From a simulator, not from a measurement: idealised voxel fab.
Documented hereafter: the process module known as voxel released beams.
Each square cell in cross-section cut measures 5 nm, and the section as a whole is 210 nm wide.
Cross-section, as written here: a square-cell grid given band by band from the top down, where a band holds one or more rows of cells. The entry gives the band's vertical extent as a top height and a bottom height in nm, then its horizontal make-up as materials from left to right, each with a width in nm. "empty" stands for empty space; a single material marked "everywhere" fills the band edge to edge. Heights from 0 (as-received wafer is one material below). Bottom band endless downward, as "from 0 down". It should be noted that a width expressed as "30..40" varies in equal increments from row to row of cells within the band, taking the value of the first number at the top row and that of the second number at the bottom row. Key: "remained unchanged" - step with no changed cell in the cross-section. "Closed void catalog" specifies each empty space that is not open to the top and that occupies no fewer than 8 cells, using the form width x height at distance, the distance measured from the left edge and all three quantities in nm. It should be noted that, on the line of a given step, the content following the step's settings is a remark produced by the simulator itself with respect to that step. overlay nm: how far to the right of its planned place the mask lay on this masked step (negative: to the left).

# The planned process steps are enumerated hereunder
step 1: RECEIVE with material Si
step 2: CONFORMAL_DEP with material SiN, thk nm 10
step 3: DIRECTIONAL_DEP with material SiO2, thk nm 15
step 4: DIRECTIONAL_DEP with material aC, thk nm 15
step 5: PATTERN with tone open, mask id ANCHOR, material resist, width nm 45, thk nm 30, overlay nm 0
step 6: DIRECTIONAL_ETCH with etch materials aC, depth nm 15
step 7: STRIP with etch materials resist
step 8: DIRECTIONAL_ETCH with etch materials SiO2, depth nm 15
step 9: STRIP with etch materials aC
step 10: CONFORMAL_DEP with material W, thk nm 15
step 11: DIRECTIONAL_DEP with material aC, thk nm 15
step 12: PATTERN with tone cover, mask id BEAM, material resist, width nm 120, thk nm 35, overlay nm 0
step 13: DIRECTIONAL_ETCH with etch materials aC, depth nm 15
step 14: STRIP with etch materials resist
step 15: DIRECTIONAL_ETCH with etch materials W, depth nm 15
step 16: STRIP with etch materials aC
step 17: STRIP with etch materials SiO2

# Wafer, first of two, run as planned

# As received (post step 1): cross-section
> from 0 down = Si everywhere
> Closed void catalog: none

# Take a look at the wafer's cross-section after step 2
> from 10 to 0 = SiN everywhere
> Unchanged below 0.

# Take a look at the wafer's cross-section after step 3
> from 25 to 10 = SiO2 everywhere
> Unchanged below 10.

# Take a look at the wafer's cross-section after step 4
> from 40 to 25 = aC everywhere
> Unchanged below 25.

# Take a look at the wafer's cross-section after step 5
> from 70 to 40 = 45 of resist  45 of empty  120 of resist
> Unchanged below 40.

# Take a look at the wafer's cross-section after step 6
> from 55 to 40 = 45 of resist  45 of empty  120 of resist
> from 40 to 25 = 45 of aC  45 of empty  120 of aC
> Unchanged below 25.

# Take a look at the wafer's cross-section after step 7
> from 40 to 25 = 45 of aC  45 of empty  120 of aC
> Unchanged below 25.

# Take a look at the wafer's cross-section after step 8
> from 40 to 25 = 45 of aC  45 of empty  120 of aC
> from 25 to 10 = 45 of SiO2  45 of empty  120 of SiO2
> Unchanged below 10.

# Take a look at the wafer's cross-section after step 9
> from 25 to 10 = 45 of SiO2  45 of empty  120 of SiO2
> Unchanged below 10.

# Take a look at the wafer's cross-section after step 10
> from 40 to 25 = 60 of W  15 of empty  135 of W
> from 25 to 10 = 45 of SiO2  45 of W  120 of SiO2
> Unchanged below 10.

# Take a look at the wafer's cross-section after step 11
> from 55 to 40 = 60 of aC  15 of empty  135 of aC
> from 40 to 25 = 60 of W  15 of aC  135 of W
> Unchanged below 25.

# Take a look at the wafer's cross-section after step 12
> from 90 to 55 = 40 of empty  120 of resist  50 of empty
> from 55 to 40 = 60 of aC  15 of resist  135 of aC
> Unchanged below 40.

# Take a look at the wafer's cross-section after step 13
> from 75 to 55 = 40 of empty  120 of resist  50 of empty
> from 55 to 40 = 40 of empty  20 of aC  15 of resist  85 of aC  50 of empty
> Unchanged below 40.

# Take a look at the wafer's cross-section after step 14
> from 55 to 40 = 40 of empty  20 of aC  15 of empty  85 of aC  50 of empty
> Unchanged below 40.

# Take a look at the wafer's cross-section after step 15
> from 55 to 40 = 40 of empty  20 of aC  15 of empty  85 of aC  50 of empty
> from 40 to 25 = 40 of empty  20 of W  15 of aC  85 of W  50 of empty
> Unchanged below 25.

# Take a look at the wafer's cross-section after step 16
> from 40 to 25 = 40 of empty  20 of W  15 of empty  85 of W  50 of empty
> Unchanged below 25.

# Take a look at the wafer's cross-section after step 17
> from 40 to 25 = 40 of empty  20 of W  15 of empty  85 of W  50 of empty
> from 25 to 10 = 45 of empty  45 of W  120 of empty
> Unchanged below 10.

# Wafer two. Same start, same plan, one slip in execution. Same as wafer one through step 9, inclusive

# The second wafer cut through, at the time step 10 was supposed to be finished
> from 55 to 25 = W everywhere
> from 25 to 10 = 45 of SiO2  45 of W  120 of SiO2
> Unchanged below 10.

# The second wafer cut through, at the time step 11 was supposed to be finished
> from 70 to 55 = aC everywhere
> Unchanged below 55.

# The second wafer cut through, at the time step 12 was supposed to be finished
> from 105 to 70 = 40 of empty  120 of resist  50 of empty
> Unchanged below 70.

# The second wafer cut through, at the time step 13 was supposed to be finished
> from 90 to 70 = 40 of empty  120 of resist  50 of empty
> from 70 to 55 = 40 of empty  120 of aC  50 of empty
> Unchanged below 55.

# The second wafer cut through, at the time step 14 was supposed to be finished
> from 70 to 55 = 40 of empty  120 of aC  50 of empty
> Unchanged below 55.

# The second wafer cut through, at the time step 15 was supposed to be finished
> from 70 to 55 = 40 of empty  120 of aC  50 of empty
> from 55 to 40 = 40 of empty  120 of W  50 of empty
> Unchanged below 40.

# The second wafer cut through, at the time step 16 was supposed to be finished
> from 55 to 40 = 40 of empty  120 of W  50 of empty
> Unchanged below 40.

The second wafer cut through, at the time step 17 was supposed to be finished: remained unchanged
In executing the process, a mistake was made relative to the plan: plan step 10 was twice executed
FYI, end of process, the second wafer has more or fewer cells of some materials than the first: +99 SiO2; +135 W
